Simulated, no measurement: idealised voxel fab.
process module | voxel self aligned vias
cross-section cut | 265 nm wide | cells 5 nm
A cross-section is a grid of square cells, given in bands from the top down. A band is one or more rows of cells.
Each band's line starts with the height of the band's top and of its bottom, in nm. Then come its materials from left to right, each with its width in nm. One material with "throughout" fills the band from edge to edge. "air" is empty space.
Height 0 is the level under which the wafer as received is all one material. The lowest band goes on downwards, as in "0 down".
A width such as "30 to 40" changes by the same amount from each row of cells to the next, from the band's top row to its bottom row.
"no change" after a step means that no cell of the cross-section changed.
closed voids: empty space of 8 cells or more with no open way to the top, each as width x height at its distance from the left edge, in nm
after a step's settings: what the simulator itself notes on the step
overlay nm, on a step with a mask: how far to the right of its planned place the mask lay; to the left if negative
Each pair below shows a cross-section before one step and the cross-section after it, down to the lowest band that changed. The line under each pair gives the step between them, with its settings. The pairs can come from different runs of this module on the same starting wafer, so a pair continues from the pair above only where its "before" says so.
before
  0 down: Si throughout
  closed voids: none
after
  15 to 0: SiO2 throughout
  below 0: unchanged
  closed voids: none
the step between: op CONFORMAL_DEP | material SiO2 | thk nm 15
before: the cross-section after the pair above
after
  20 to 15: SiCN throughout
  below 15: unchanged
  closed voids: none
the step between: op CONFORMAL_DEP | material SiCN | thk nm 5
before: the cross-section after the pair above
after
  50 to 20: SiO2 throughout
  below 20: unchanged
  closed voids: none
the step between: op DIRECTIONAL_DEP | material SiO2 | thk nm 30
before: the cross-section after the pair above
after
  50 to 20: SiO2 60 | air 25 | SiO2 35 | air 25 | SiO2 35 | air 25 | SiO2 60
  below 20: unchanged
  closed voids: none
the step between: op MASKED_ETCH | tone open | mask id LINES | width nm 25 | pitch nm 60 | etch materials SiO2 | depth nm 30 | overlay nm 0
before: the cross-section after the pair above
after
  55 to 50: TiN 65 | air 15 | TiN 45 | air 15 | TiN 45 | air 15 | TiN 65
  50 to 25: SiO2 60 | TiN 5 | air 15 | TiN 5 | SiO2 35 | TiN 5 | air 15 | TiN 5 | SiO2 35 | TiN 5 | air 15 | TiN 5 | SiO2 60
  25 to 20: SiO2 60 | TiN 25 | SiO2 35 | TiN 25 | SiO2 35 | TiN 25 | SiO2 60
  below 20: unchanged
  closed voids: none
the step between: op CONFORMAL_DEP | material TiN | thk nm 5
before: the cross-section after the pair above
after
  60 to 55: W throughout
  55 to 50: TiN 65 | W 15 | TiN 45 | W 15 | TiN 45 | W 15 | TiN 65
  50 to 25: SiO2 60 | TiN 5 | W 15 | TiN 5 | SiO2 35 | TiN 5 | W 15 | TiN 5 | SiO2 35 | TiN 5 | W 15 | TiN 5 | SiO2 60
  below 25: unchanged
  closed voids: none
the step between: op FILL_DEP | material W | thk nm 5
before: the cross-section after the pair above
after
  50 to 25: SiO2 60 | TiN 5 | W 15 | TiN 5 | SiO2 35 | TiN 5 | W 15 | TiN 5 | SiO2 35 | TiN 5 | W 15 | TiN 5 | SiO2 60
  below 25: unchanged
  closed voids: none
the step between: op CMP | height nm 50
before: the cross-section after the pair above
after
  50 to 40: SiO2 60 | air 25 | SiO2 35 | air 25 | SiO2 35 | air 25 | SiO2 60
  below 40: unchanged
  closed voids: none
the step between: op SELECTIVE_ETCH | etch materials W Ru TiN | depth nm 10
before: the cross-section after the pair above
after
  60 to 50: SiN throughout
  50 to 40: SiO2 60 | SiN 25 | SiO2 35 | SiN 25 | SiO2 35 | SiN 25 | SiO2 60
  below 40: unchanged
  closed voids: none
the step between: op FILL_DEP | material SiN | thk nm 10
before: the cross-section after the pair above
after
  50 to 40: SiO2 60 | SiN 25 | SiO2 35 | SiN 25 | SiO2 35 | SiN 25 | SiO2 60
  below 40: unchanged
  closed voids: none
the step between: op CMP | height nm 50
before: the cross-section after the pair above
after
  65 to 50: SiO2 throughout
  below 50: unchanged
  closed voids: none
the step between: op DIRECTIONAL_DEP | material SiO2 | thk nm 15
before: the cross-section after the pair above
after
  65 to 50: SiO2 50 | air 45 | SiO2 15 | air 45 | SiO2 15 | air 45 | SiO2 50
  below 50: unchanged
  closed voids: none
the step between: op MASKED_ETCH | tone open | mask id VIAS | width nm 45 | pitch nm 60 | etch materials SiO2 | depth nm 15 | overlay nm 0
before: the cross-section after the pair above
after
  65 to 50: SiO2 50 | air 45 | SiO2 15 | air 45 | SiO2 15 | air 45 | SiO2 50
  50 to 40: SiO2 60 | air 25 | SiO2 35 | air 25 | SiO2 35 | air 25 | SiO2 60
  below 40: unchanged
  closed voids: none
the step between: op MASKED_ETCH | tone open | mask id VIAS | width nm 45 | pitch nm 60 | etch materials SiN | depth nm 10 | overlay nm 0
before: the cross-section after the pair above
after
  70 to 65: TiN 55 | air 35 | TiN 25 | air 35 | TiN 25 | air 35 | TiN 55
  65 to 55: SiO2 50 | TiN 5 | air 35 | TiN 5 | SiO2 15 | TiN 5 | air 35 | TiN 5 | SiO2 15 | TiN 5 | air 35 | TiN 5 | SiO2 50
  55 to 45: SiO2 50 to 60 | TiN 15 to 5 | air 15 | TiN 15 to 5 | SiO2 15 to 35 | TiN 15 to 5 | air 15 | TiN 15 to 5 | SiO2 15 to 35 | TiN 15 to 5 | air 15 | TiN 15 to 5 | SiO2 50 to 60
  45 to 40: SiO2 60 | TiN 25 | SiO2 35 | TiN 25 | SiO2 35 | TiN 25 | SiO2 60
  below 40: unchanged
  closed voids: none
the step between: op CONFORMAL_DEP | material TiN | thk nm 5
before: the cross-section after the pair above
after
  75 to 70: Ru throughout
  70 to 65: TiN 55 | Ru 35 | TiN 25 | Ru 35 | TiN 25 | Ru 35 | TiN 55
  65 to 55: SiO2 50 | TiN 5 | Ru 35 | TiN 5 | SiO2 15 | TiN 5 | Ru 35 | TiN 5 | SiO2 15 | TiN 5 | Ru 35 | TiN 5 | SiO2 50
  55 to 45: SiO2 50 to 60 | TiN 15 to 5 | Ru 15 | TiN 15 to 5 | SiO2 15 to 35 | TiN 15 to 5 | Ru 15 | TiN 15 to 5 | SiO2 15 to 35 | TiN 15 to 5 | Ru 15 | TiN 15 to 5 | SiO2 50 to 60
  below 45: unchanged
  closed voids: none
the step between: op FILL_DEP | material Ru | thk nm 5
before: the cross-section after the pair above
after
  65 to 55: SiO2 50 | TiN 5 | Ru 35 | TiN 5 | SiO2 15 | TiN 5 | Ru 35 | TiN 5 | SiO2 15 | TiN 5 | Ru 35 | TiN 5 | SiO2 50
  below 55: unchanged
  closed voids: none
the step between: op CMP | height nm 65
before: the cross-section after the pair above
after
  70 to 65: SiCN throughout
  below 65: unchanged
  closed voids: none
the step between: op CONFORMAL_DEP | material SiCN | thk nm 5
before
  15 to 0: SiO2 throughout
  0 down: Si throughout
  closed voids: none
after
  45 to 0: SiO2 throughout
  below 0: unchanged
  closed voids: none
the step between: op DIRECTIONAL_DEP | material SiO2 | thk nm 30
before: the cross-section after the pair above
after
  45 to 15: SiO2 60 | air 25 | SiO2 35 | air 25 | SiO2 35 | air 25 | SiO2 60
  below 15: unchanged
  closed voids: none
the step between: op MASKED_ETCH | tone open | mask id LINES | width nm 25 | pitch nm 60 | etch materials SiO2 | depth nm 30 | overlay nm 0
before: the cross-section after the pair above
after
  50 to 45: TiN 65 | air 15 | TiN 45 | air 15 | TiN 45 | air 15 | TiN 65
  45 to 20: SiO2 60 | TiN 5 | air 15 | TiN 5 | SiO2 35 | TiN 5 | air 15 | TiN 5 | SiO2 35 | TiN 5 | air 15 | TiN 5 | SiO2 60
  20 to 15: SiO2 60 | TiN 25 | SiO2 35 | TiN 25 | SiO2 35 | TiN 25 | SiO2 60
  below 15: unchanged
  closed voids: none
the step between: op CONFORMAL_DEP | material TiN | thk nm 5
before: the cross-section after the pair above
after
  55 to 50: W throughout
  50 to 45: TiN 65 | W 15 | TiN 45 | W 15 | TiN 45 | W 15 | TiN 65
  45 to 20: SiO2 60 | TiN 5 | W 15 | TiN 5 | SiO2 35 | TiN 5 | W 15 | TiN 5 | SiO2 35 | TiN 5 | W 15 | TiN 5 | SiO2 60
  below 20: unchanged
  closed voids: none
the step between: op FILL_DEP | material W | thk nm 5
before: the cross-section after the pair above
after
  50 to 45: TiN 65 | W 15 | TiN 45 | W 15 | TiN 45 | W 15 | TiN 65
  below 45: unchanged
  closed voids: none
the step between: op CMP | height nm 50
before: the cross-section after the pair above
after
  45 to 40: SiO2 60 | air 25 | SiO2 35 | air 25 | SiO2 35 | air 25 | SiO2 60
  below 40: unchanged
  closed voids: none
the step between: op SELECTIVE_ETCH | etch materials W Ru TiN | depth nm 10
before: the cross-section after the pair above
after
  55 to 45: SiN throughout
  45 to 40: SiO2 60 | SiN 25 | SiO2 35 | SiN 25 | SiO2 35 | SiN 25 | SiO2 60
  below 40: unchanged
  closed voids: none
the step between: op FILL_DEP | material SiN | thk nm 10
before: the cross-section after the pair above
after
  50 to 45: SiN throughout
  below 45: unchanged
  closed voids: none
the step between: op CMP | height nm 50
before: the cross-section after the pair above
after
  65 to 50: SiO2 throughout
  below 50: unchanged
  closed voids: none
the step between: op DIRECTIONAL_DEP | material SiO2 | thk nm 15
before: the cross-section after the pair above
after
  65 to 50: SiO2 50 | air 45 | SiO2 15 | air 45 | SiO2 15 | air 45 | SiO2 50
  below 50: unchanged
  closed voids: none
the step between: op MASKED_ETCH | tone open | mask id VIAS | width nm 45 | pitch nm 60 | etch materials SiO2 | depth nm 15 | overlay nm 0
before: the cross-section after the pair above
after
  65 to 50: SiO2 50 | air 45 | SiO2 15 | air 45 | SiO2 15 | air 45 | SiO2 50
  50 to 45: SiN 50 | air 45 | SiN 15 | air 45 | SiN 15 | air 45 | SiN 50
  45 to 40: SiO2 60 | air 25 | SiO2 35 | air 25 | SiO2 35 | air 25 | SiO2 60
  below 40: unchanged
  closed voids: none
the step between: op MASKED_ETCH | tone open | mask id VIAS | width nm 45 | pitch nm 60 | etch materials SiN | depth nm 10 | overlay nm 0
before: the cross-section after the pair above
after
  70 to 65: TiN 55 | air 35 | TiN 25 | air 35 | TiN 25 | air 35 | TiN 55
  65 to 50: SiO2 50 | TiN 5 | air 35 | TiN 5 | SiO2 15 | TiN 5 | air 35 | TiN 5 | SiO2 15 | TiN 5 | air 35 | TiN 5 | SiO2 50
  50 to 45: SiN 50 | TiN 15 | air 15 | TiN 15 | SiN 15 | TiN 15 | air 15 | TiN 15 | SiN 15 | TiN 15 | air 15 | TiN 15 | SiN 50
  45 to 40: SiO2 60 | TiN 25 | SiO2 35 | TiN 25 | SiO2 35 | TiN 25 | SiO2 60
  below 40: unchanged
  closed voids: none
the step between: op CONFORMAL_DEP | material TiN | thk nm 5
before: the cross-section after the pair above
after
  75 to 70: Ru throughout
  70 to 65: TiN 55 | Ru 35 | TiN 25 | Ru 35 | TiN 25 | Ru 35 | TiN 55
  65 to 50: SiO2 50 | TiN 5 | Ru 35 | TiN 5 | SiO2 15 | TiN 5 | Ru 35 | TiN 5 | SiO2 15 | TiN 5 | Ru 35 | TiN 5 | SiO2 50
  50 to 45: SiN 50 | TiN 15 | Ru 15 | TiN 15 | SiN 15 | TiN 15 | Ru 15 | TiN 15 | SiN 15 | TiN 15 | Ru 15 | TiN 15 | SiN 50
  below 45: unchanged
  closed voids: none
the step between: op FILL_DEP | material Ru | thk nm 5
before: the cross-section after the pair above
after
  65 to 50: SiO2 50 | TiN 5 | Ru 35 | TiN 5 | SiO2 15 | TiN 5 | Ru 35 | TiN 5 | SiO2 15 | TiN 5 | Ru 35 | TiN 5 | SiO2 50
  below 50: unchanged
  closed voids: none
the step between: op CMP | height nm 65
before: the cross-section after the pair above
after
  70 to 65: SiCN throughout
  below 65: unchanged
  closed voids: none
the step between: op CONFORMAL_DEP | material SiCN | thk nm 5
before
  65 to 50: SiO2 50 | air 45 | SiO2 15 | air 45 | SiO2 15 | air 45 | SiO2 50
  50 to 40: SiO2 60 | SiN 25 | SiO2 35 | SiN 25 | SiO2 35 | SiN 25 | SiO2 60
  40 to 25: SiO2 60 | TiN 5 | W 15 | TiN 5 | SiO2 35 | TiN 5 | W 15 | TiN 5 | SiO2 35 | TiN 5 | W 15 | TiN 5 | SiO2 60
  25 to 20: SiO2 60 | TiN 25 | SiO2 35 | TiN 25 | SiO2 35 | TiN 25 | SiO2 60
  20 to 15: SiCN throughout
  15 to 0: SiO2 throughout
  0 down: Si throughout
  closed voids: none
after
  65 to 50: SiO2 50 | air 45 | SiO2 15 | air 45 | SiO2 15 | air 45 | SiO2 50
  50 to 40: SiO2 50 | air 10 | SiN 25 | air 10 | SiO2 15 | air 10 | SiN 25 | air 10 | SiO2 15 | air 10 | SiN 25 | air 10 | SiO2 50
  40 to 35: SiO2 50 | air 10 | TiN 5 | W 15 | TiN 5 | air 10 | SiO2 15 | air 10 | TiN 5 | W 15 | TiN 5 | air 10 | SiO2 15 | air 10 | TiN 5 | W 15 | TiN 5 | air 10 | SiO2 50
  below 35: unchanged
  closed voids: none
the step between: op MASKED_ETCH | tone open | mask id VIAS | width nm 45 | pitch nm 60 | etch materials SiO2 | depth nm 15 | overlay nm 0
before: the cross-section after the pair above
after
  65 to 40: SiO2 50 | air 45 | SiO2 15 | air 45 | SiO2 15 | air 45 | SiO2 50
  below 40: unchanged
  closed voids: none
the step between: op MASKED_ETCH | tone open | mask id VIAS | width nm 45 | pitch nm 60 | etch materials SiN | depth nm 10 | overlay nm 0
before: the cross-section after the pair above
after
  70 to 65: TiN 55 | air 35 | TiN 25 | air 35 | TiN 25 | air 35 | TiN 55
  65 to 45: SiO2 50 | TiN 5 | air 35 | TiN 5 | SiO2 15 | TiN 5 | air 35 | TiN 5 | SiO2 15 | TiN 5 | air 35 | TiN 5 | SiO2 50
  45 to 40: SiO2 50 | TiN 45 | SiO2 15 | TiN 45 | SiO2 15 | TiN 45 | SiO2 50
  40 to 35: SiO2 50 | TiN 15 | W 15 | TiN 15 | SiO2 15 | TiN 15 | W 15 | TiN 15 | SiO2 15 | TiN 15 | W 15 | TiN 15 | SiO2 50
  below 35: unchanged
  closed voids: none
the step between: op CONFORMAL_DEP | material TiN | thk nm 5
before: the cross-section after the pair above
after
  75 to 70: Ru throughout
  70 to 65: TiN 55 | Ru 35 | TiN 25 | Ru 35 | TiN 25 | Ru 35 | TiN 55
  65 to 45: SiO2 50 | TiN 5 | Ru 35 | TiN 5 | SiO2 15 | TiN 5 | Ru 35 | TiN 5 | SiO2 15 | TiN 5 | Ru 35 | TiN 5 | SiO2 50
  below 45: unchanged
  closed voids: none
the step between: op FILL_DEP | material Ru | thk nm 5
before: the cross-section after the pair above
after
  65 to 45: SiO2 50 | TiN 5 | Ru 35 | TiN 5 | SiO2 15 | TiN 5 | Ru 35 | TiN 5 | SiO2 15 | TiN 5 | Ru 35 | TiN 5 | SiO2 50
  below 45: unchanged
  closed voids: none
the step between: op CMP | height nm 65
before: the cross-section after the pair above
after
  70 to 65: SiCN throughout
  below 65: unchanged
  closed voids: none
the step between: op CONFORMAL_DEP | material SiCN | thk nm 5
before
  50 to 40: SiO2 60 | SiN 25 | SiO2 35 | SiN 25 | SiO2 35 | SiN 25 | SiO2 60
  40 to 25: SiO2 60 | TiN 5 | W 15 | TiN 5 | SiO2 35 | TiN 5 | W 15 | TiN 5 | SiO2 35 | TiN 5 | W 15 | TiN 5 | SiO2 60
  25 to 20: SiO2 60 | TiN 25 | SiO2 35 | TiN 25 | SiO2 35 | TiN 25 | SiO2 60
  20 to 15: SiCN throughout
  15 to 0: SiO2 throughout
  0 down: Si throughout
  closed voids: none
after
  50 to 40: SiO2 50 | air 10 | SiN 25 | air 10 | SiO2 15 | air 10 | SiN 25 | air 10 | SiO2 15 | air 10 | SiN 25 | air 10 | SiO2 50
  40 to 35: SiO2 50 | air 10 | TiN 5 | W 15 | TiN 5 | air 10 | SiO2 15 | air 10 | TiN 5 | W 15 | TiN 5 | air 10 | SiO2 15 | air 10 | TiN 5 | W 15 | TiN 5 | air 10 | SiO2 50
  below 35: unchanged
  closed voids: none
the step between: op MASKED_ETCH | tone open | mask id VIAS | width nm 45 | pitch nm 60 | etch materials SiO2 | depth nm 15 | overlay nm 0
before: the cross-section after the pair above
after
  65 to 50: SiO2 50 | air 10 | SiO2 25 | air 10 | SiO2 15 | air 10 | SiO2 25 | air 10 | SiO2 15 | air 10 | SiO2 25 | air 10 | SiO2 50
  50 to 40: SiO2 60 | SiN 25 | SiO2 35 | SiN 25 | SiO2 35 | SiN 25 | SiO2 60
  40 to 25: SiO2 60 | TiN 5 | W 15 | TiN 5 | SiO2 35 | TiN 5 | W 15 | TiN 5 | SiO2 35 | TiN 5 | W 15 | TiN 5 | SiO2 60
  below 25: unchanged
  closed voids: none
the step between: op DIRECTIONAL_DEP | material SiO2 | thk nm 15
before: the cross-section after the pair above
after
  70 to 65: TiN throughout
  65 to 50: SiO2 50 | TiN 10 | SiO2 25 | TiN 10 | SiO2 15 | TiN 10 | SiO2 25 | TiN 10 | SiO2 15 | TiN 10 | SiO2 25 | TiN 10 | SiO2 50
  below 50: unchanged
  closed voids: none
the step between: op CONFORMAL_DEP | material TiN | thk nm 5
before: the cross-section after the pair above
after
  75 to 70: Ru throughout
  below 70: unchanged
  closed voids: none
the step between: op FILL_DEP | material Ru | thk nm 5
before: the cross-section after the pair above
after
  65 to 50: SiO2 50 | TiN 10 | SiO2 25 | TiN 10 | SiO2 15 | TiN 10 | SiO2 25 | TiN 10 | SiO2 15 | TiN 10 | SiO2 25 | TiN 10 | SiO2 50
  below 50: unchanged
  closed voids: none
the step between: op CMP | height nm 65
before: the cross-section after the pair above
after
  70 to 65: SiCN throughout
  below 65: unchanged
  closed voids: none
the step between: op CONFORMAL_DEP | material SiCN | thk nm 5
before
  20 to 15: SiCN throughout
  15 to 0: SiO2 throughout
  0 down: Si throughout
  closed voids: none
after
  40 to 20: SiO2 throughout
  below 20: unchanged
  closed voids: none
the step between: op DIRECTIONAL_DEP | material SiO2 | thk nm 20
before: the cross-section after the pair above
after
  40 to 20: SiO2 60 | air 25 | SiO2 35 | air 25 | SiO2 35 | air 25 | SiO2 60
  below 20: unchanged
  closed voids: none
the step between: op MASKED_ETCH | tone open | mask id LINES | width nm 25 | pitch nm 60 | etch materials SiO2 | depth nm 30 | overlay nm 0
before: the cross-section after the pair above
after
  45 to 40: TiN 65 | air 15 | TiN 45 | air 15 | TiN 45 | air 15 | TiN 65
  40 to 25: SiO2 60 | TiN 5 | air 15 | TiN 5 | SiO2 35 | TiN 5 | air 15 | TiN 5 | SiO2 35 | TiN 5 | air 15 | TiN 5 | SiO2 60
  25 to 20: SiO2 60 | TiN 25 | SiO2 35 | TiN 25 | SiO2 35 | TiN 25 | SiO2 60
  below 20: unchanged
  closed voids: none
the step between: op CONFORMAL_DEP | material TiN | thk nm 5
before: the cross-section after the pair above
after
  50 to 45: W throughout
  45 to 40: TiN 65 | W 15 | TiN 45 | W 15 | TiN 45 | W 15 | TiN 65
  40 to 25: SiO2 60 | TiN 5 | W 15 | TiN 5 | SiO2 35 | TiN 5 | W 15 | TiN 5 | SiO2 35 | TiN 5 | W 15 | TiN 5 | SiO2 60
  below 25: unchanged
  closed voids: none
the step between: op FILL_DEP | material W | thk nm 5
before: the cross-section after the pair above
after
  40 to 25: SiO2 60 | TiN 5 | W 15 | TiN 5 | SiO2 35 | TiN 5 | W 15 | TiN 5 | SiO2 35 | TiN 5 | W 15 | TiN 5 | SiO2 60
  below 25: unchanged
  closed voids: none
the step between: op SELECTIVE_ETCH | etch materials W Ru TiN | depth nm 10
before: the cross-section after the pair above
after
  50 to 40: SiN throughout
  below 40: unchanged
  closed voids: none
the step between: op FILL_DEP | material SiN | thk nm 10
before: the cross-section after the pair above
after
  65 to 50: SiO2 throughout
  below 50: unchanged
  closed voids: none
the step between: op DIRECTIONAL_DEP | material SiO2 | thk nm 15
before: the cross-section after the pair above
after
  65 to 50: SiO2 50 | air 45 | SiO2 15 | air 45 | SiO2 15 | air 45 | SiO2 50
  below 50: unchanged
  closed voids: none
the step between: op MASKED_ETCH | tone open | mask id VIAS | width nm 45 | pitch nm 60 | etch materials SiO2 | depth nm 15 | overlay nm 0
before: the cross-section after the pair above
after
  65 to 50: SiO2 50 | air 45 | SiO2 15 | air 45 | SiO2 15 | air 45 | SiO2 50
  50 to 40: SiN 50 | air 45 | SiN 15 | air 45 | SiN 15 | air 45 | SiN 50
  below 40: unchanged
  closed voids: none
the step between: op MASKED_ETCH | tone open | mask id VIAS | width nm 45 | pitch nm 60 | etch materials SiN | depth nm 10 | overlay nm 0
before: the cross-section after the pair above
after
  70 to 65: TiN 55 | air 35 | TiN 25 | air 35 | TiN 25 | air 35 | TiN 55
  65 to 50: SiO2 50 | TiN 5 | air 35 | TiN 5 | SiO2 15 | TiN 5 | air 35 | TiN 5 | SiO2 15 | TiN 5 | air 35 | TiN 5 | SiO2 50
  50 to 45: SiN 50 | TiN 5 | air 35 | TiN 5 | SiN 15 | TiN 5 | air 35 | TiN 5 | SiN 15 | TiN 5 | air 35 | TiN 5 | SiN 50
  45 to 40: SiN 50 | TiN 45 | SiN 15 | TiN 45 | SiN 15 | TiN 45 | SiN 50
  below 40: unchanged
  closed voids: none
the step between: op CONFORMAL_DEP | material TiN | thk nm 5
before: the cross-section after the pair above
after
  75 to 70: Ru throughout
  70 to 65: TiN 55 | Ru 35 | TiN 25 | Ru 35 | TiN 25 | Ru 35 | TiN 55
  65 to 50: SiO2 50 | TiN 5 | Ru 35 | TiN 5 | SiO2 15 | TiN 5 | Ru 35 | TiN 5 | SiO2 15 | TiN 5 | Ru 35 | TiN 5 | SiO2 50
  50 to 45: SiN 50 | TiN 5 | Ru 35 | TiN 5 | SiN 15 | TiN 5 | Ru 35 | TiN 5 | SiN 15 | TiN 5 | Ru 35 | TiN 5 | SiN 50
  below 45: unchanged
  closed voids: none
the step between: op FILL_DEP | material Ru | thk nm 5
before: the cross-section after the pair above
after
  65 to 50: SiO2 50 | TiN 5 | Ru 35 | TiN 5 | SiO2 15 | TiN 5 | Ru 35 | TiN 5 | SiO2 15 | TiN 5 | Ru 35 | TiN 5 | SiO2 50
  below 50: unchanged
  closed voids: none
the step between: op CMP | height nm 65
before: the cross-section after the pair above
after
  70 to 65: SiCN throughout
  below 65: unchanged
  closed voids: none
the step between: op CONFORMAL_DEP | material SiCN | thk nm 5
before
  65 to 50: SiO2 throughout
  50 to 40: SiO2 60 | SiN 25 | SiO2 35 | SiN 25 | SiO2 35 | SiN 25 | SiO2 60
  40 to 25: SiO2 60 | TiN 5 | W 15 | TiN 5 | SiO2 35 | TiN 5 | W 15 | TiN 5 | SiO2 35 | TiN 5 | W 15 | TiN 5 | SiO2 60
  25 to 20: SiO2 60 | TiN 25 | SiO2 35 | TiN 25 | SiO2 35 | TiN 25 | SiO2 60
  20 to 15: SiCN throughout
  15 to 0: SiO2 throughout
  0 down: Si throughout
  closed voids: none
after
  65 to 50: SiO2 55 | air 40 | SiO2 20 | air 40 | SiO2 20 | air 40 | SiO2 50
  below 50: unchanged
  closed voids: none
the step between: op MASKED_ETCH | tone open | mask id VIAS | width nm 40 | pitch nm 60 | etch materials SiO2 | depth nm 15 | overlay nm 0
before: the cross-section after the pair above
after
  65 to 50: SiO2 55 | air 40 | SiO2 20 | air 40 | SiO2 20 | air 40 | SiO2 50
  50 to 40: SiO2 60 | air 25 | SiO2 35 | air 25 | SiO2 35 | air 25 | SiO2 60
  below 40: unchanged
  closed voids: none
the step between: op MASKED_ETCH | tone open | mask id VIAS | width nm 45 | pitch nm 60 | etch materials SiN | depth nm 10 | overlay nm 0
before: the cross-section after the pair above
after
  70 to 65: TiN 60 | air 30 | TiN 30 | air 30 | TiN 30 | air 30 | TiN 55
  65 to 55: SiO2 55 | TiN 5 | air 30 | TiN 5 | SiO2 20 | TiN 5 | air 30 | TiN 5 | SiO2 20 | TiN 5 | air 30 | TiN 5 | SiO2 50
  55 to 45: SiO2 55 to 60 | TiN 10 to 5 | air 15 | TiN 15 to 5 | SiO2 20 to 35 | TiN 10 to 5 | air 15 | TiN 15 to 5 | SiO2 20 to 35 | TiN 10 to 5 | air 15 | TiN 15 to 5 | SiO2 50 to 60
  45 to 40: SiO2 60 | TiN 25 | SiO2 35 | TiN 25 | SiO2 35 | TiN 25 | SiO2 60
  below 40: unchanged
  closed voids: none
the step between: op CONFORMAL_DEP | material TiN | thk nm 5
before: the cross-section after the pair above
after
  75 to 70: Ru throughout
  70 to 65: TiN 60 | Ru 30 | TiN 30 | Ru 30 | TiN 30 | Ru 30 | TiN 55
  65 to 55: SiO2 55 | TiN 5 | Ru 30 | TiN 5 | SiO2 20 | TiN 5 | Ru 30 | TiN 5 | SiO2 20 | TiN 5 | Ru 30 | TiN 5 | SiO2 50
  55 to 45: SiO2 55 to 60 | TiN 10 to 5 | Ru 15 | TiN 15 to 5 | SiO2 20 to 35 | TiN 10 to 5 | Ru 15 | TiN 15 to 5 | SiO2 20 to 35 | TiN 10 to 5 | Ru 15 | TiN 15 to 5 | SiO2 50 to 60
  below 45: unchanged
  closed voids: none
the step between: op FILL_DEP | material Ru | thk nm 5
before: the cross-section after the pair above
after
  65 to 55: SiO2 55 | TiN 5 | Ru 30 | TiN 5 | SiO2 20 | TiN 5 | Ru 30 | TiN 5 | SiO2 20 | TiN 5 | Ru 30 | TiN 5 | SiO2 50
  below 55: unchanged
  closed voids: none
the step between: op CMP | height nm 65
before: the cross-section after the pair above
after
  70 to 65: SiCN throughout
  below 65: unchanged
  closed voids: none
the step between: op CONFORMAL_DEP | material SiCN | thk nm 5
before
  50 to 20: SiO2 throughout
  20 to 15: SiCN throughout
  15 to 0: SiO2 throughout
  0 down: Si throughout
  closed voids: none
after
  50 to 20: SiO2 70 | air 25 | SiO2 35 | air 25 | SiO2 35 | air 25 | SiO2 50
  below 20: unchanged
  closed voids: none
the step between: op MASKED_ETCH | tone open | mask id LINES | width nm 25 | pitch nm 60 | etch materials SiO2 | depth nm 30 | overlay nm 10
before: the cross-section after the pair above
after
  55 to 50: TiN 75 | air 15 | TiN 45 | air 15 | TiN 45 | air 15 | TiN 55
  50 to 25: SiO2 70 | TiN 5 | air 15 | TiN 5 | SiO2 35 | TiN 5 | air 15 | TiN 5 | SiO2 35 | TiN 5 | air 15 | TiN 5 | SiO2 50
  25 to 20: SiO2 70 | TiN 25 | SiO2 35 | TiN 25 | SiO2 35 | TiN 25 | SiO2 50
  below 20: unchanged
  closed voids: none
the step between: op CONFORMAL_DEP | material TiN | thk nm 5
before: the cross-section after the pair above
after
  60 to 55: W throughout
  55 to 50: TiN 75 | W 15 | TiN 45 | W 15 | TiN 45 | W 15 | TiN 55
  50 to 25: SiO2 70 | TiN 5 | W 15 | TiN 5 | SiO2 35 | TiN 5 | W 15 | TiN 5 | SiO2 35 | TiN 5 | W 15 | TiN 5 | SiO2 50
  below 25: unchanged
  closed voids: none
the step between: op FILL_DEP | material W | thk nm 5
before: the cross-section after the pair above
after
  50 to 25: SiO2 70 | TiN 5 | W 15 | TiN 5 | SiO2 35 | TiN 5 | W 15 | TiN 5 | SiO2 35 | TiN 5 | W 15 | TiN 5 | SiO2 50
  below 25: unchanged
  closed voids: none
the step between: op CMP | height nm 50
before: the cross-section after the pair above
after
  50 to 40: SiO2 70 | air 25 | SiO2 35 | air 25 | SiO2 35 | air 25 | SiO2 50
  below 40: unchanged
  closed voids: none
the step between: op SELECTIVE_ETCH | etch materials W Ru TiN | depth nm 10
before: the cross-section after the pair above
after
  60 to 50: SiN throughout
  50 to 40: SiO2 70 | SiN 25 | SiO2 35 | SiN 25 | SiO2 35 | SiN 25 | SiO2 50
  below 40: unchanged
  closed voids: none
the step between: op FILL_DEP | material SiN | thk nm 10
before: the cross-section after the pair above
after
  50 to 40: SiO2 70 | SiN 25 | SiO2 35 | SiN 25 | SiO2 35 | SiN 25 | SiO2 50
  below 40: unchanged
  closed voids: none
the step between: op CMP | height nm 50
before: the cross-section after the pair above
after
  65 to 50: SiO2 throughout
  below 50: unchanged
  closed voids: none
the step between: op DIRECTIONAL_DEP | material SiO2 | thk nm 15
before: the cross-section after the pair above
after
  65 to 50: SiO2 50 | air 45 | SiO2 15 | air 45 | SiO2 15 | air 45 | SiO2 50
  below 50: unchanged
  closed voids: none
the step between: op MASKED_ETCH | tone open | mask id VIAS | width nm 45 | pitch nm 60 | etch materials SiO2 | depth nm 15 | overlay nm 0
before: the cross-section after the pair above
after
  65 to 50: SiO2 50 | air 45 | SiO2 15 | air 45 | SiO2 15 | air 45 | SiO2 50
  50 to 40: SiO2 70 | air 25 | SiO2 35 | air 25 | SiO2 35 | air 25 | SiO2 50
  below 40: unchanged
  closed voids: none
the step between: op MASKED_ETCH | tone open | mask id VIAS | width nm 45 | pitch nm 60 | etch materials SiN | depth nm 10 | overlay nm 0
before: the cross-section after the pair above
after
  70 to 65: TiN 55 | air 35 | TiN 25 | air 35 | TiN 25 | air 35 | TiN 55
  65 to 55: SiO2 50 | TiN 5 | air 35 | TiN 5 | SiO2 15 | TiN 5 | air 35 | TiN 5 | SiO2 15 | TiN 5 | air 35 | TiN 5 | SiO2 50
  55 to 45: SiO2 50 to 70 | TiN 25 to 5 | air 15 | TiN 5 | SiO2 15 to 35 | TiN 25 to 5 | air 15 | TiN 5 | SiO2 15 to 35 | TiN 25 to 5 | air 15 | TiN 5 | SiO2 50
  45 to 40: SiO2 70 | TiN 25 | SiO2 35 | TiN 25 | SiO2 35 | TiN 25 | SiO2 50
  below 40: unchanged
  closed voids: none
the step between: op CONFORMAL_DEP | material TiN | thk nm 5
before: the cross-section after the pair above
after
  75 to 70: Ru throughout
  70 to 65: TiN 55 | Ru 35 | TiN 25 | Ru 35 | TiN 25 | Ru 35 | TiN 55
  65 to 55: SiO2 50 | TiN 5 | Ru 35 | TiN 5 | SiO2 15 | TiN 5 | Ru 35 | TiN 5 | SiO2 15 | TiN 5 | Ru 35 | TiN 5 | SiO2 50
  55 to 45: SiO2 50 to 70 | TiN 25 to 5 | Ru 15 | TiN 5 | SiO2 15 to 35 | TiN 25 to 5 | Ru 15 | TiN 5 | SiO2 15 to 35 | TiN 25 to 5 | Ru 15 | TiN 5 | SiO2 50
  below 45: unchanged
  closed voids: none
the step between: op FILL_DEP | material Ru | thk nm 5
